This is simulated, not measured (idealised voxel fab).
Process module name: voxel released beams
The cross-section shown here is cut; it is 170 nm wide and divided into square cells measuring 5 nm on a side.
A cross-section in this document is a grid of square cells, and it is written down as bands, the top band listed before the ones below it; a band is made up of one or more rows of cells. This entry defines a band. It first specifies the height of the band's top and the height of its bottom in nm, and then specifies the band's materials from left to right, stating each material with its width in nm. The word "everywhere" identifies a single material that fills the band from edge to edge, while the word "empty" identifies empty space. Heads up on the height convention: 0 is the point under which the incoming wafer is all one material, and the lowest band has no bottom, it just keeps going down, like "top 0, no bottom". A width such as "30..40" changes by the same amount from each row of cells to the next, from the band's top row to its bottom row. "no alteration" after a step means that no cell of the cross-section changed. Under "Trapped voids" you'll find the enclosed gaps, the ones with no way out to the top, that are 8 cells or bigger; each reads width x height at distance, with distance counted from the left edge, everything in nm. after a step's settings: what the simulator itself notes on the step. The optional step-line setting "overlay nm" applies to steps with a mask and quantifies how far to the right of its planned location the mask lay, a negative value indicating leftward placement.

Process steps (planned):
1: RECEIVE (material Si)
2: CONFORMAL_DEP (material SiN; thk nm 5)
3: DIRECTIONAL_DEP (material SiO2; thk nm 10)
4: DIRECTIONAL_DEP (material aC; thk nm 10)
5: PATTERN (tone open; mask id ANCHOR; material resist; width nm 25; thk nm 25; overlay nm 0)
6: DIRECTIONAL_ETCH (etch materials aC; depth nm 10)
7: STRIP (etch materials resist)
8: DIRECTIONAL_ETCH (etch materials SiO2; depth nm 10)
9: STRIP (etch materials aC)
10: CONFORMAL_DEP (material TiN; thk nm 10)
11: DIRECTIONAL_DEP (material aC; thk nm 15)
12: PATTERN (tone cover; mask id BEAM; material resist; width nm 85; thk nm 35; overlay nm 0)
13: DIRECTIONAL_ETCH (etch materials aC; depth nm 15)
14: STRIP (etch materials resist)
15: DIRECTIONAL_ETCH (etch materials TiN; depth nm 5)
16: STRIP (etch materials aC)
17: STRIP (etch materials SiO2)
Split variable: depth nm, step 15. Plan value = first wafer. Wafers start alike.

Cross-section of the first incoming wafer of several, state after step 1:
top 0, no bottom  Si everywhere
Trapped voids: none

Take a look at the first of several wafers in cross-section: the module is done, and step 17 was its last step:
top 25, bottom 20  empty=40; TiN=15; empty=5; TiN=65; empty=45
top 20, bottom 15  TiN=55; empty=5; TiN=110
top 15, bottom 5  SiO2=45; TiN=25; SiO2=100
top 5, bottom 0  SiN everywhere
top 0, no bottom  Si everywhere
Trapped voids: none

A cross-section through the last wafer at the close of the module:
top 25, bottom 15  empty=40; TiN=15; empty=5; TiN=65; empty=45
top 15, bottom 5  empty=45; TiN=25; empty=100
top 5, bottom 0  SiN everywhere
top 0, no bottom  Si everywhere
Trapped voids: none

Each row below is a wafer at the end of the module, listing for every material the number of cells it has gained (+) or lost (-) since it was received, followed by its closed voids:
depth nm 5 | +34 SiN | +58 SiO2 | +59 TiN | Trapped voids: none
depth nm 10 | +34 SiN | +42 TiN | Trapped voids: none
depth nm 15 | +34 SiN | +42 TiN | Trapped voids: none
depth nm 20 | +34 SiN | +42 TiN | Trapped voids: none
depth nm 25 | +34 SiN | +42 TiN | Trapped voids: none
